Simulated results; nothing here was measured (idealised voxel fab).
Title: Process Module voxel capacitor over wiring
The cross-section on display is named cut; it measures 235 nm wide, and its cells are 5 nm squares.
We lay out every cross-section as a grid of square cells and spell it out in bands from the top down, where one band means one or more rows of cells. The entry gives the band's vertical extent as a top height and a bottom height in nm, then its horizontal make-up as materials from left to right, each with a width in nm. "empty" stands for empty space; a single material marked "edge to edge" fills the band edge to edge. Heads up on the height convention: 0 is the point under which the incoming wafer is all one material, and the lowest band has no bottom, it just keeps going down, like "0 -> down". You'd read "30..40" like this: the band's top row of cells is as wide as the first number, its bottom row is as wide as the second, and going down, every row changes width by the same amount as the row before did. Basically "remained unchanged" means that step didn't change any cell in the cross-section. Voids not open to the top, 8 cells minimum: see "Completely enclosed voids". Written width x height at distance; distance is from the left edge; nm. Heads up: the bit after the settings on a step's line is the simulator's remark on that step. overlay nm: where the mask lay relative to plan, measured to the right, on steps with a mask; negatives go left.
Process steps (planned):
1 RECEIVE,material Si
2 CONFORMAL_DEP,material SiO2,thk nm 10
3 CONFORMAL_DEP,material SiCN,thk nm 5
4 DIRECTIONAL_DEP,material lowk,thk nm 20
5 DIRECTIONAL_DEP,material aC,thk nm 15
6 PATTERN,tone open,mask id METAL_1,material resist,width nm 30,pitch nm 85,thk nm 30,overlay nm 0
7 DIRECTIONAL_ETCH,etch materials aC,depth nm 15
8 STRIP,etch materials resist
9 DIRECTIONAL_ETCH,etch materials lowk,depth nm 20
10 DIRECTIONAL_ETCH,etch materials SiCN,depth nm 5
11 STRIP,etch materials aC
12 CONFORMAL_DEP,material TiN,thk nm 5
13 FILL_DEP,material Ru,thk nm 10
14 CMP,height nm 35
15 CONFORMAL_DEP,material SiCN,thk nm 5
16 DIRECTIONAL_DEP,material lowk,thk nm 10
17 MASKED_ETCH,tone open,mask id PLUG_1,width nm 15,etch materials lowk,depth nm 10,overlay nm 0
18 MASKED_ETCH,tone open,mask id PLUG_1,width nm 15,etch materials SiCN,depth nm 5,overlay nm 0
19 EPI,material Ru,thk nm 10
20 EPI,material Ru,thk nm 5
21 DIRECTIONAL_DEP,material TiN,thk nm 10
22 DIRECTIONAL_DEP,material HfO2,thk nm 5
23 DIRECTIONAL_DEP,material TiN,thk nm 5
24 PATTERN,tone cover,mask id UPPER_PLATE,material resist,width nm 60,thk nm 15,overlay nm 0
25 DIRECTIONAL_ETCH,etch materials TiN,depth nm 5
26 DIRECTIONAL_ETCH,etch materials HfO2,depth nm 5
27 STRIP,etch materials resist
28 PATTERN,tone cover,mask id LOWER_PLATE,material resist,width nm 70,thk nm 20,overlay nm 0
29 DIRECTIONAL_ETCH,etch materials TiN,depth nm 10
30 STRIP,etch materials resist
31 FILL_DEP,material SiO2,thk nm 20
32 CMP,height nm 85
33 DIRECTIONAL_DEP,material aC,thk nm 10
34 PATTERN,tone open,mask id PLUG_2,material resist,width nm 15,thk nm 30,overlay nm 0
35 DIRECTIONAL_ETCH,etch materials aC,depth nm 10
36 STRIP,etch materials resist
37 DIRECTIONAL_ETCH,etch materials SiO2,depth nm 15
38 STRIP,etch materials aC
39 CONFORMAL_DEP,material TiN,thk nm 5
40 FILL_DEP,material Cu,thk nm 5
41 CMP,height nm 85
42 CONFORMAL_DEP,material SiN,thk nm 5
So this is the incoming wafer in cross-section - it's already been through step 1:
> 0 -> down = Si edge to edge
> Completely enclosed voids: none
Cross-sectional result after module completion. Note: starting condition and plan are unchanged from above; one processing mistake was made:
> 90 -> 85 = SiN edge to edge
> 85 -> 75 = 85..75 of SiO2, 15..25 of TiN, 135 of SiO2
> 75 -> 70 = 75 of SiO2, 25 of HfO2, 135 of SiO2
> 70 -> 65 = 70 of SiO2, 65 of TiN, 100 of SiO2
> 65 -> 60 = 70 of SiO2, 30 of TiN, 35 of HfO2, 100 of SiO2
> 60 -> 50 = 65 of SiO2, 35 of Ru, 40 of TiN, 95 of SiO2
> 50 -> 40 = 75 of lowk, 15 of Ru, 145 of lowk
> 40 -> 35 = 75 of SiCN, 15 of Ru, 145 of SiCN
> 35 -> 15 = 60 of lowk, 5 of TiN, 20 of Ru, 5 of TiN, 55 of lowk, 5 of TiN, 20 of Ru, 5 of TiN, 60 of lowk
> 15 -> 10 = 60 of SiCN, 30 of TiN, 55 of SiCN, 30 of TiN, 60 of SiCN
> 10 -> 0 = SiO2 edge to edge
> 0 -> down = Si edge to edge
> Completely enclosed voids: none
Finding, execution versus plan: plan step 19 was conducted twice
